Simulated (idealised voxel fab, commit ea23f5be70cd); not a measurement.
process module | voxel wiring stack
cross-section cut | 245 nm wide | cells 5 nm
A cross-section is a grid of square cells, given in bands from the top down. A band is one or more rows of cells.
Each band's line starts with the height of the band's top and of its bottom, in nm. Then come its materials from left to right, each with its width in nm. One material with "throughout" fills the band from edge to edge. "air" is empty space.
Height 0 is the level under which the wafer as received is all one material. The lowest band goes on downwards, as in "0 down".
A width such as "30 to 40" changes by the same amount from each row of cells to the next, from the band's top row to its bottom row.
"no change" after a step means that no cell of the cross-section changed.
closed voids: empty space of 8 cells or more with no open way to the top, each as width x height at its distance from the left edge, in nm
after a step's settings: what the simulator itself notes on the step
overlay nm, on a step with a mask: how far to the right of its planned place the mask lay; to the left if negative
plan
1 op RECEIVE | material Si
2 op CONFORMAL_DEP | material SiO2 | thk nm 10
3 op DIRECTIONAL_DEP | material TiN | thk nm 5
4 op DIRECTIONAL_DEP | material Ru | thk nm 15
5 op MASKED_ETCH | tone cover | mask id METAL_1 | width nm 15 | pitch nm 50 | etch materials Ru | depth nm 15 | overlay nm 0
6 op MASKED_ETCH | tone cover | mask id METAL_1 | width nm 20 | pitch nm 50 | etch materials TiN | depth nm 5 | overlay nm 0
7 op CONFORMAL_DEP | material SiN | thk nm 5
8 op FILL_DEP | material SiO2 | thk nm 5
9 op CMP | height nm 30
10 op CONFORMAL_DEP | material SiCN | thk nm 5
11 op DIRECTIONAL_DEP | material lowk | thk nm 25
12 op DIRECTIONAL_DEP | material aC | thk nm 10
13 op PATTERN | tone open | mask id METAL_2_HOLES | material resist | width nm 15 | pitch nm 100 | thk nm 30 | overlay nm 0
14 op DIRECTIONAL_ETCH | etch materials aC | depth nm 10
15 op STRIP | etch materials resist
16 op DIRECTIONAL_ETCH | etch materials lowk | depth nm 25
17 op STRIP | etch materials aC
18 op PATTERN | tone open | mask id METAL_2 | material resist | width nm 20 | pitch nm 50 | thk nm 15 | overlay nm 0
19 op DIRECTIONAL_ETCH | etch materials lowk | depth nm 15
20 op DIRECTIONAL_ETCH | etch materials SiCN | depth nm 5
21 op STRIP | etch materials resist
22 op CONFORMAL_DEP | material TiN | thk nm 5
23 op FILL_DEP | material Cu | thk nm 10
24 op CMP | height nm 60
25 op CONFORMAL_DEP | material SiCN | thk nm 5
varied across the wafers: width nm of step 5. The plan shows the first wafer's value. All wafers start alike
first wafer as received, after step 1
  0 down: Si throughout
  closed voids: none
first wafer at the end, after step 25
  65 to 60: SiCN throughout
  60 to 50: lowk 35 | TiN 5 | Cu 10 | TiN 5 | lowk 30 | TiN 5 | Cu 10 | TiN 5 | lowk 30 | TiN 5 | Cu 10 | TiN 5 | lowk 30 | TiN 5 | Cu 10 | TiN 5 | lowk 40
  50 to 45: lowk 35 | TiN 5 | Cu 5 | TiN 10 | lowk 30 | TiN 20 | lowk 30 | TiN 5 | Cu 5 | TiN 10 | lowk 30 | TiN 20 | lowk 40
  45 to 35: lowk 35 | TiN 5 | Cu 5 | TiN 5 | lowk 85 | TiN 5 | Cu 5 | TiN 5 | lowk 95
  35 to 30: SiCN 35 | TiN 15 | SiCN 85 | TiN 15 | SiCN 95
  30 to 20: SiO2 35 | SiN 5 | Ru 15 | SiN 5 | SiO2 25 | SiN 5 | Ru 15 | SiN 5 | SiO2 25 | SiN 5 | Ru 15 | SiN 5 | SiO2 25 | SiN 5 | Ru 15 | SiN 5 | SiO2 35
  20 to 15: SiO2 30 | SiN 10 | Ru 15 | SiN 5 | SiO2 20 | SiN 10 | Ru 15 | SiN 5 | SiO2 20 | SiN 10 | Ru 15 | SiN 5 | SiO2 20 | SiN 10 | Ru 15 | SiN 5 | SiO2 35
  15 to 10: SiN 35 | TiN 20 | SiN 30 | TiN 20 | SiN 30 | TiN 20 | SiN 30 | TiN 20 | SiN 40
  10 to 0: SiO2 throughout
  0 down: Si throughout
  closed voids: none
last wafer at the end
  65 to 60: SiCN throughout
  60 to 50: lowk 35 | TiN 5 | Cu 10 | TiN 5 | lowk 30 | TiN 5 | Cu 10 | TiN 5 | lowk 30 | TiN 5 | Cu 10 | TiN 5 | lowk 30 | TiN 5 | Cu 10 | TiN 5 | lowk 40
  50 to 45: lowk 35 | TiN 5 | Cu 5 | TiN 10 | lowk 30 | TiN 20 | lowk 30 | TiN 5 | Cu 5 | TiN 10 | lowk 30 | TiN 20 | lowk 40
  45 to 35: lowk 35 | TiN 5 | Cu 5 | TiN 5 | lowk 85 | TiN 5 | Cu 5 | TiN 5 | lowk 95
  35 to 30: SiCN 35 | TiN 15 | SiCN 85 | TiN 15 | SiCN 95
  30 to 15: SiO2 25 | SiN 5 | Ru 35 | SiN 5 | SiO2 5 | SiN 5 | Ru 35 | SiN 5 | SiO2 5 | SiN 5 | Ru 35 | SiN 5 | SiO2 5 | SiN 5 | Ru 35 | SiN 5 | SiO2 25
  15 to 10: SiN 30 | TiN 35 | SiN 15 | TiN 35 | SiN 15 | TiN 35 | SiN 15 | TiN 35 | SiN 30
  10 to 0: SiO2 throughout
  0 down: Si throughout
  closed voids: none
each wafer at the end: cells of each material gained (+) or lost (-) since it was received, then its closed voids
width nm 15 | +22 Cu | +36 Ru | +92 SiCN | +61 SiN | +181 SiO2 | +60 TiN | +185 lowk | closed voids: none
width nm 20 | +22 Cu | +48 Ru | +92 SiCN | +57 SiN | +173 SiO2 | +60 TiN | +185 lowk | closed voids: none
width nm 25 | +22 Cu | +60 Ru | +92 SiCN | +53 SiN | +161 SiO2 | +64 TiN | +185 lowk | closed voids: none
width nm 30 | +22 Cu | +72 Ru | +92 SiCN | +49 SiN | +149 SiO2 | +68 TiN | +185 lowk | closed voids: none
width nm 35 | +22 Cu | +84 Ru | +92 SiCN | +45 SiN | +137 SiO2 | +72 TiN | +185 lowk | closed voids: none
